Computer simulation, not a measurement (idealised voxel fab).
Herein follows the process module entitled voxel transistor to metal.
Each square cell in cross-section cut measures 5 nm, and the section as a whole is 295 nm wide.
Each cross-section below is a grid of square cells, stated as bands in top-down order, with one or more rows of cells making up each band. Each band's line starts with the height of the band's top and of its bottom, in nm. Then come its materials from left to right, each with its width in nm. One material with "throughout" fills the band from edge to edge. "air" is empty space. Height is counted from the level 0, under which the received wafer is composed throughout of one material. The lowest of the bands is not closed at the bottom but continues downward, in the notation "0 and below". Width "30 to 40": first value at the band's top row of cells, second value at its bottom row, equal change from row to row. You'll sometimes find "no change" written for a step, and that's the way of saying that nowhere in the cross-section did a cell change during that step. What "Unvented cavities" gives you is every empty space of 8 cells or more that is cut off from the top. Each appears as width x height at distance, with the distance taken from the left edge and width, height and distance all in nm. Note: text after step settings on the step line = simulator remark on that step. The line of a step may include "overlay nm". On a step with a mask, this value is how far to the right of its planned place the mask lay. A negative value means the mask lay to the left.

## The steps planned for the process are as follows
step 1: RECEIVE with material Si
step 2: CONFORMAL_DEP with material SiO2, thk nm 5
step 3: CONFORMAL_DEP with material SiN, thk nm 15
step 4: PATTERN with tone cover, mask id ACTIVE, material resist, width nm 95, pitch nm 130, thk nm 20, overlay nm 0
step 5: DIRECTIONAL_ETCH with etch materials SiN, depth nm 15
step 6: DIRECTIONAL_ETCH with etch materials SiO2, depth nm 5
step 7: DIRECTIONAL_ETCH with etch materials Si, depth nm 30
step 8: STRIP with etch materials resist
step 9: OXIDIZE with depth nm 5
step 10: FILL_DEP with material SiO2, thk nm 15
step 11: CMP with height nm 20
step 12: SELECTIVE_ETCH with etch materials SiO2, depth nm 15
step 13: STRIP with etch materials SiN
step 14: SELECTIVE_ETCH with etch materials SiO2, depth nm 5
step 15: OXIDIZE with depth nm 5
step 16: DIRECTIONAL_DEP with material polySi, thk nm 25
step 17: DIRECTIONAL_DEP with material SiCN, thk nm 15
step 18: DIRECTIONAL_DEP with material aC, thk nm 10
step 19: PATTERN with tone cover, mask id GATE, material resist, width nm 25, pitch nm 130, thk nm 25, overlay nm 0
step 20: DIRECTIONAL_ETCH with etch materials aC, depth nm 10
step 21: STRIP with etch materials resist
step 22: DIRECTIONAL_ETCH with etch materials SiCN, depth nm 25
step 23: DIRECTIONAL_ETCH with etch materials polySi, depth nm 35
step 24: STRIP with etch materials aC
step 25: CONFORMAL_DEP with material SiN, thk nm 5
step 26: DIRECTIONAL_ETCH with etch materials SiN, depth nm 5
step 27: DIRECTIONAL_ETCH with etch materials SiO2, depth nm 5
step 28: DIRECTIONAL_ETCH with etch materials Si, depth nm 10
step 29: EPI with material nSi, thk nm 15
step 30: FILL_DEP with material SiO2, thk nm 5
step 31: CMP with height nm 40
step 32: DIRECTIONAL_DEP with material SiO2, thk nm 10
step 33: PATTERN with tone open, mask id CONTACT, material resist, width nm 30, pitch nm 65, thk nm 15, overlay nm 0
step 34: DIRECTIONAL_ETCH with etch materials SiO2, depth nm 50
step 35: STRIP with etch materials resist
step 36: CONFORMAL_DEP with material TiN, thk nm 5
step 37: FILL_DEP with material W, thk nm 5
step 38: CMP with height nm 50
step 39: DIRECTIONAL_DEP with material TiN, thk nm 5
step 40: DIRECTIONAL_DEP with material Ru, thk nm 15
step 41: MASKED_ETCH with tone cover, mask id METAL_1, width nm 15, etch materials Ru, depth nm 15, overlay nm 0
step 42: MASKED_ETCH with tone cover, mask id METAL_1, width nm 15, etch materials TiN, depth nm 5, overlay nm 0
step 43: CONFORMAL_DEP with material SiN, thk nm 5
step 44: FILL_DEP with material SiO2, thk nm 5
step 45: CMP with height nm 70
step 46: CONFORMAL_DEP with material SiCN, thk nm 5
step 47: DIRECTIONAL_DEP with material SiO2, thk nm 25
step 48: DIRECTIONAL_DEP with material aC, thk nm 10
step 49: PATTERN with tone open, mask id METAL_2, material resist, width nm 15, pitch nm 130, thk nm 30, overlay nm 0
step 50: DIRECTIONAL_ETCH with etch materials aC, depth nm 10
step 51: STRIP with etch materials resist
step 52: DIRECTIONAL_ETCH with etch materials SiO2, depth nm 15
step 53: STRIP with etch materials aC
step 54: MASKED_ETCH with tone open, mask id METAL_2_HOLES, width nm 15, pitch nm 130, etch materials SiO2, depth nm 10, overlay nm 0
step 55: MASKED_ETCH with tone open, mask id METAL_2_HOLES, width nm 15, pitch nm 130, etch materials SiCN, depth nm 5, overlay nm 0
step 56: CONFORMAL_DEP with material TiN, thk nm 5
step 57: FILL_DEP with material Ru, thk nm 10
step 58: CMP with height nm 100
step 59: CONFORMAL_DEP with material SiN, thk nm 5
Every wafer here starts from the same state; it is the step 4 width nm that distinguishes them, and the value the plan gives belongs to the first wafer.

## Step 1 complete: as-received cross-section of the first of several wafers
0 and below: Si throughout
Unvented cavities: none

## Cross-section, first of several wafers, end of module, after last step 59
105 down to 100: SiN throughout
100 down to 75: SiO2 35, TiN 5, Ru 5, TiN 5, SiO2 115, TiN 5, Ru 5, TiN 5, SiO2 115
75 down to 70: SiCN 35, TiN 15, SiCN 115, TiN 15, SiCN 115
70 down to 55: SiO2 30, SiN 5, Ru 15, SiN 5, SiO2 55, SiN 5, Ru 15, SiN 5, SiO2 25, SiN 5, Ru 15, SiN 5, SiO2 55, SiN 5, Ru 15, SiN 5, SiO2 30
55 down to 50: SiN 35, TiN 15, SiN 65, TiN 15, SiN 35, TiN 15, SiN 65, TiN 15, SiN 35
50 down to 40: SiO2 35, TiN 5, W 20, TiN 5, SiO2 35, TiN 5, W 20, TiN 5, SiO2 35, TiN 5, W 20, TiN 5, SiO2 35, TiN 5, W 20, TiN 5, SiO2 35
40 down to 25: SiO2 35, TiN 5, W 20, TiN 5, SiN 5, SiCN 25, SiN 5, TiN 5, W 20, TiN 5, SiO2 35, TiN 5, W 20, TiN 5, SiN 5, SiCN 25, SiN 5, TiN 5, W 20, TiN 5, SiO2 35
25 down to 15: SiO2 35, TiN 5, W 20, TiN 5, SiN 5, polySi 25, SiN 5, TiN 5, W 20, TiN 5, SiO2 35, TiN 5, W 20, TiN 5, SiN 5, polySi 25, SiN 5, TiN 5, W 20, TiN 5, SiO2 35
15 down to 10: SiO2 35, TiN 5, W 5, TiN 20, SiN 5, polySi 25, SiN 5, TiN 20, W 5, TiN 5, SiO2 35, TiN 5, W 5, TiN 20, SiN 5, polySi 25, SiN 5, TiN 20, W 5, TiN 5, SiO2 35
10 down to 5: SiO2 35, TiN 5, W 5, TiN 5, nSi 15, SiN 5, polySi 25, SiN 5, nSi 15, TiN 5, W 5, TiN 5, SiO2 35, TiN 5, W 5, TiN 5, nSi 15, SiN 5, polySi 25, SiN 5, nSi 15, TiN 5, W 5, TiN 5, SiO2 35
5 down to 0: SiO2 35, TiN 15, nSi 15, SiN 5, polySi 25, SiN 5, nSi 15, TiN 15, SiO2 35, TiN 15, nSi 15, SiN 5, polySi 25, SiN 5, nSi 15, TiN 15, SiO2 35
0 down to -5: SiO2 35, nSi 30, SiO2 35, nSi 30, SiO2 35, nSi 30, SiO2 35, nSi 30, SiO2 35
-5 down to -15: SiO2 40, nSi 25, Si 35, nSi 25, SiO2 45, nSi 25, Si 35, nSi 25, SiO2 40
-15 down to -35: SiO2 40, Si 85, SiO2 45, Si 85, SiO2 40
-35 and below: Si throughout
Unvented cavities: none

## Cross-section, last wafer, module completion
105 down to 100: SiN throughout
100 down to 75: SiO2 35, TiN 5, Ru 5, TiN 5, SiO2 115, TiN 5, Ru 5, TiN 5, SiO2 115
75 down to 70: SiCN 35, TiN 15, SiCN 115, TiN 15, SiCN 115
70 down to 55: SiO2 30, SiN 5, Ru 15, SiN 5, SiO2 55, SiN 5, Ru 15, SiN 5, SiO2 25, SiN 5, Ru 15, SiN 5, SiO2 55, SiN 5, Ru 15, SiN 5, SiO2 30
55 down to 50: SiN 35, TiN 15, SiN 65, TiN 15, SiN 35, TiN 15, SiN 65, TiN 15, SiN 35
50 down to 40: SiO2 35, TiN 5, W 20, TiN 5, SiO2 35, TiN 5, W 20, TiN 5, SiO2 35, TiN 5, W 20, TiN 5, SiO2 35, TiN 5, W 20, TiN 5, SiO2 35
40 down to 25: SiO2 35, TiN 5, W 20, TiN 5, SiN 5, SiCN 25, SiN 5, TiN 5, W 20, TiN 5, SiO2 35, TiN 5, W 20, TiN 5, SiN 5, SiCN 25, SiN 5, TiN 5, W 20, TiN 5, SiO2 35
25 down to 15: SiO2 35, TiN 5, W 20, TiN 5, SiN 5, polySi 25, SiN 5, TiN 5, W 20, TiN 5, SiO2 35, TiN 5, W 20, TiN 5, SiN 5, polySi 25, SiN 5, TiN 5, W 20, TiN 5, SiO2 35
15 down to 10: SiO2 35, TiN 5, W 5, TiN 20, SiN 5, polySi 25, SiN 5, TiN 20, W 5, TiN 5, SiO2 35, TiN 5, W 5, TiN 20, SiN 5, polySi 25, SiN 5, TiN 20, W 5, TiN 5, SiO2 35
10 down to 5: SiO2 35, TiN 5, W 5, TiN 5, nSi 15, SiN 5, polySi 25, SiN 5, nSi 15, TiN 5, W 5, TiN 5, SiO2 35, TiN 5, W 5, TiN 5, nSi 15, SiN 5, polySi 25, SiN 5, nSi 15, TiN 5, W 5, TiN 5, SiO2 35
5 down to 0: SiO2 35, TiN 15, nSi 15, SiN 5, polySi 25, SiN 5, nSi 15, TiN 15, SiO2 35, TiN 15, nSi 15, SiN 5, polySi 25, SiN 5, nSi 15, TiN 15, SiO2 35
0 down to -5: SiO2 25, nSi 40, SiO2 35, nSi 40, SiO2 15, nSi 40, SiO2 35, nSi 40, SiO2 25
-5 down to -15: SiO2 30, nSi 35, Si 35, nSi 35, SiO2 25, nSi 35, Si 35, nSi 35, SiO2 30
-15 down to -35: SiO2 30, Si 105, SiO2 25, Si 105, SiO2 30
-35 and below: Si throughout
Unvented cavities: none

## each wafer at the end: cells of each material gained (+) or lost (-) since it was received, then its closed voids
width nm 95; +46 Ru; -249 Si; +83 SiCN; +162 SiN; +805 SiO2; +134 TiN; +120 W; +88 nSi; +50 polySi; Unvented cavities: none
width nm 100; +46 Ru; -241 Si; +83 SiCN; +162 SiN; +791 SiO2; +134 TiN; +120 W; +94 nSi; +50 polySi; Unvented cavities: none
width nm 105; +46 Ru; -233 Si; +83 SiCN; +162 SiN; +777 SiO2; +134 TiN; +120 W; +100 nSi; +50 polySi; Unvented cavities: none
width nm 110; +46 Ru; -225 Si; +83 SiCN; +162 SiN; +763 SiO2; +134 TiN; +120 W; +106 nSi; +50 polySi; Unvented cavities: none
width nm 115; +46 Ru; -217 Si; +83 SiCN; +162 SiN; +749 SiO2; +134 TiN; +120 W; +112 nSi; +50 polySi; Unvented cavities: none
